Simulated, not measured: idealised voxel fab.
The document below concerns the process module designated voxel self aligned contacts.
The width of the displayed cross-section, cut, is 165 nm; its cells are square, with a size of 5 nm.
Each cross-section below is a grid of square cells, stated as bands in top-down order, with one or more rows of cells making up each band. Heads up on the band format: heights come first, top then bottom, in nm. After that it's the materials left to right, each with its width in nm. A single material flagged "edge to edge" fills the whole band edge to edge, and "blank" means there's empty space there. The level at which height equals 0 is the one under which the wafer, as it arrives, is entirely one material. No lower edge exists for the bottom band, which continues downward and is notated as in "0..down". So if you see something like "30->40" for the width, read it as the top row of the band sitting at the first number and the bottom row at the second, with every row in between moving by the same amount as the last. For the purposes of this document, the phrase "nothing changed" attached to a step denotes that no cell within the cross-section was modified by that step. If an empty space has no open way to the top and is at least 8 cells in size, "Enclosed void entries" lists it, written width x height at distance, where distance is measured from the left edge and every value is in nm. What comes after the settings on a step's line is commentary from the simulator itself on that step. overlay nm: for a step with a mask, the amount by which the mask lay right of where it was planned; a negative amount means left of it.
# The process steps that were planned are listed below
1) RECEIVE [material Si]
2) OXIDIZE [depth nm 5]
3) DIRECTIONAL_DEP [material polySi] [thk nm 30]
4) DIRECTIONAL_DEP [material SiN] [thk nm 15]
5) PATTERN [tone cover] [mask id GATE] [material resist] [width nm 30] [pitch nm 60] [thk nm 15] [overlay nm 0]
6) DIRECTIONAL_ETCH [etch materials SiN] [depth nm 15]
7) DIRECTIONAL_ETCH [etch materials polySi] [depth nm 30]
8) STRIP [etch materials resist]
9) CONFORMAL_DEP [material SiN] [thk nm 5]
10) DIRECTIONAL_ETCH [etch materials SiN] [depth nm 5]
11) FILL_DEP [material SiO2] [thk nm 20]
12) CMP [height nm 55]
13) PATTERN [tone open] [mask id CONTACT] [material resist] [width nm 40] [thk nm 15] [overlay nm 0]
14) DIRECTIONAL_ETCH [etch materials SiO2] [depth nm 60]
15) STRIP [etch materials resist]
16) CONFORMAL_DEP [material TiN] [thk nm 5]
17) FILL_DEP [material Ru] [thk nm 10]
18) CMP [height nm 55]
19) CONFORMAL_DEP [material SiN] [thk nm 5]
# First wafer of two (run as planned)
# Here's what the wafer looked like in cross-section when it arrived - that's after step 1
0..down = Si edge to edge
Enclosed void entries: none
# After step 2, in cross-section
0..-5 = SiO2 edge to edge
below -5: unchanged
# After step 3, in cross-section
30..0 = polySi edge to edge
below 0: unchanged
# After step 4, in cross-section
45..30 = SiN edge to edge
below 30: unchanged
# After step 5, in cross-section
60..45 = blank=35; resist=30; blank=30; resist=30; blank=40
below 45: unchanged
# After step 6, in cross-section
60..45 = blank=35; resist=30; blank=30; resist=30; blank=40
45..30 = blank=35; SiN=30; blank=30; SiN=30; blank=40
below 30: unchanged
# After step 7, in cross-section
60..45 = blank=35; resist=30; blank=30; resist=30; blank=40
45..30 = blank=35; SiN=30; blank=30; SiN=30; blank=40
30..0 = blank=35; polySi=30; blank=30; polySi=30; blank=40
below 0: unchanged
# After step 8, in cross-section
45..30 = blank=35; SiN=30; blank=30; SiN=30; blank=40
below 30: unchanged
# After step 9, in cross-section
50..30 = blank=30; SiN=40; blank=20; SiN=40; blank=35
30..5 = blank=30; SiN=5; polySi=30; SiN=5; blank=20; SiN=5; polySi=30; SiN=5; blank=35
5..0 = SiN=35; polySi=30; SiN=30; polySi=30; SiN=40
below 0: unchanged
# After step 10, in cross-section
45..30 = blank=30; SiN=40; blank=20; SiN=40; blank=35
30..0 = blank=30; SiN=5; polySi=30; SiN=5; blank=20; SiN=5; polySi=30; SiN=5; blank=35
below 0: unchanged
# After step 11, in cross-section
65..45 = SiO2 edge to edge
45..30 = SiO2=30; SiN=40; SiO2=20; SiN=40; SiO2=35
30..0 = SiO2=30; SiN=5; polySi=30; SiN=5; SiO2=20; SiN=5; polySi=30; SiN=5; SiO2=35
below 0: unchanged
# After step 12, in cross-section
55..45 = SiO2 edge to edge
below 45: unchanged
# After step 13, in cross-section
70..55 = resist=60; blank=40; resist=65
below 55: unchanged
# After step 14, in cross-section
70..55 = resist=60; blank=40; resist=65
55..45 = SiO2=60; blank=40; SiO2=65
45..30 = SiO2=30; SiN=40; blank=20; SiN=40; SiO2=35
30..0 = SiO2=30; SiN=5; polySi=30; SiN=5; blank=20; SiN=5; polySi=30; SiN=5; SiO2=35
0..-5 = SiO2=70; blank=20; SiO2=75
below -5: unchanged
# After step 15, in cross-section
55..45 = SiO2=60; blank=40; SiO2=65
below 45: unchanged
# After step 16, in cross-section
60..55 = TiN=65; blank=30; TiN=70
55..45 = SiO2=60; TiN=5->15; blank=30->10; TiN=5->15; SiO2=65
45..30 = SiO2=30; SiN=40; TiN=5; blank=10; TiN=5; SiN=40; SiO2=35
30..0 = SiO2=30; SiN=5; polySi=30; SiN=5; TiN=5; blank=10; TiN=5; SiN=5; polySi=30; SiN=5; SiO2=35
0..-5 = SiO2=70; TiN=20; SiO2=75
below -5: unchanged
# After step 17, in cross-section
70..60 = Ru edge to edge
60..55 = TiN=65; Ru=30; TiN=70
55..45 = SiO2=60; TiN=5->15; Ru=30->10; TiN=5->15; SiO2=65
45..30 = SiO2=30; SiN=40; TiN=5; Ru=10; TiN=5; SiN=40; SiO2=35
30..0 = SiO2=30; SiN=5; polySi=30; SiN=5; TiN=5; Ru=10; TiN=5; SiN=5; polySi=30; SiN=5; SiO2=35
below 0: unchanged
# After step 18, in cross-section
55..45 = SiO2=60; TiN=5->15; Ru=30->10; TiN=5->15; SiO2=65
below 45: unchanged
# After step 19, in cross-section
60..55 = SiN edge to edge
below 55: unchanged
# Wafer two of two - same starting point, same process plan, one mistake in execution; matches wafer one up to and including step 3
# Cross-sectional view of the second wafer at the intended end time of process step 4
45..0 = polySi edge to edge
below 0: unchanged
# Cross-sectional view of the second wafer at the intended end time of process step 5
60..45 = blank=35; resist=30; blank=30; resist=30; blank=40
below 45: unchanged
Cross-sectional view of the second wafer at the intended end time of process step 6: nothing changed
# Cross-sectional view of the second wafer at the intended end time of process step 7
60..45 = blank=35; resist=30; blank=30; resist=30; blank=40
45..15 = blank=35; polySi=30; blank=30; polySi=30; blank=40
below 15: unchanged
# Cross-sectional view of the second wafer at the intended end time of process step 8
45..15 = blank=35; polySi=30; blank=30; polySi=30; blank=40
below 15: unchanged
# Cross-sectional view of the second wafer at the intended end time of process step 9
50..45 = blank=30; SiN=40; blank=20; SiN=40; blank=35
45..20 = blank=30; SiN=5; polySi=30; SiN=5; blank=20; SiN=5; polySi=30; SiN=5; blank=35
20..15 = SiN=35; polySi=30; SiN=30; polySi=30; SiN=40
below 15: unchanged
# Cross-sectional view of the second wafer at the intended end time of process step 10
45..15 = blank=30; SiN=5; polySi=30; SiN=5; blank=20; SiN=5; polySi=30; SiN=5; blank=35
below 15: unchanged
# Cross-sectional view of the second wafer at the intended end time of process step 11
65..45 = SiO2 edge to edge
45..15 = SiO2=30; SiN=5; polySi=30; SiN=5; SiO2=20; SiN=5; polySi=30; SiN=5; SiO2=35
below 15: unchanged
# Cross-sectional view of the second wafer at the intended end time of process step 12
55..45 = SiO2 edge to edge
below 45: unchanged
# Cross-sectional view of the second wafer at the intended end time of process step 13
70..55 = resist=60; blank=40; resist=65
below 55: unchanged
# Cross-sectional view of the second wafer at the intended end time of process step 14
70..55 = resist=60; blank=40; resist=65
55..45 = SiO2=60; blank=40; SiO2=65
45..15 = SiO2=30; SiN=5; polySi=30; SiN=5; blank=20; SiN=5; polySi=30; SiN=5; SiO2=35
below 15: unchanged
# Cross-sectional view of the second wafer at the intended end time of process step 15
55..45 = SiO2=60; blank=40; SiO2=65
below 45: unchanged
# Cross-sectional view of the second wafer at the intended end time of process step 16
60..55 = TiN=65; blank=30; TiN=70
55..45 = SiO2=60; TiN=5->15; blank=30->10; TiN=5->15; SiO2=65
45..20 = SiO2=30; SiN=5; polySi=30; SiN=5; TiN=5; blank=10; TiN=5; SiN=5; polySi=30; SiN=5; SiO2=35
20..15 = SiO2=30; SiN=5; polySi=30; SiN=5; TiN=20; SiN=5; polySi=30; SiN=5; SiO2=35
below 15: unchanged
# Cross-sectional view of the second wafer at the intended end time of process step 17
70..60 = Ru edge to edge
60..55 = TiN=65; Ru=30; TiN=70
55..45 = SiO2=60; TiN=5->15; Ru=30->10; TiN=5->15; SiO2=65
45..20 = SiO2=30; SiN=5; polySi=30; SiN=5; TiN=5; Ru=10; TiN=5; SiN=5; polySi=30; SiN=5; SiO2=35
below 20: unchanged
# Cross-sectional view of the second wafer at the intended end time of process step 18
55..45 = SiO2=60; TiN=5->15; Ru=30->10; TiN=5->15; SiO2=65
below 45: unchanged
# Cross-sectional view of the second wafer at the intended end time of process step 19
60..55 = SiN edge to edge
below 55: unchanged
Nonconformance to the process plan: step 4 went in with a setting other than planned; the actual run was DIRECTIONAL_DEP [material polySi] [thk nm 15]
Final comparison by cell count, materials where the second wafer has more or fewer than the first: Ru: 8 fewer, SiN: 48 fewer, SiO2: 35 fewer, TiN: 8 fewer, polySi: 99 more
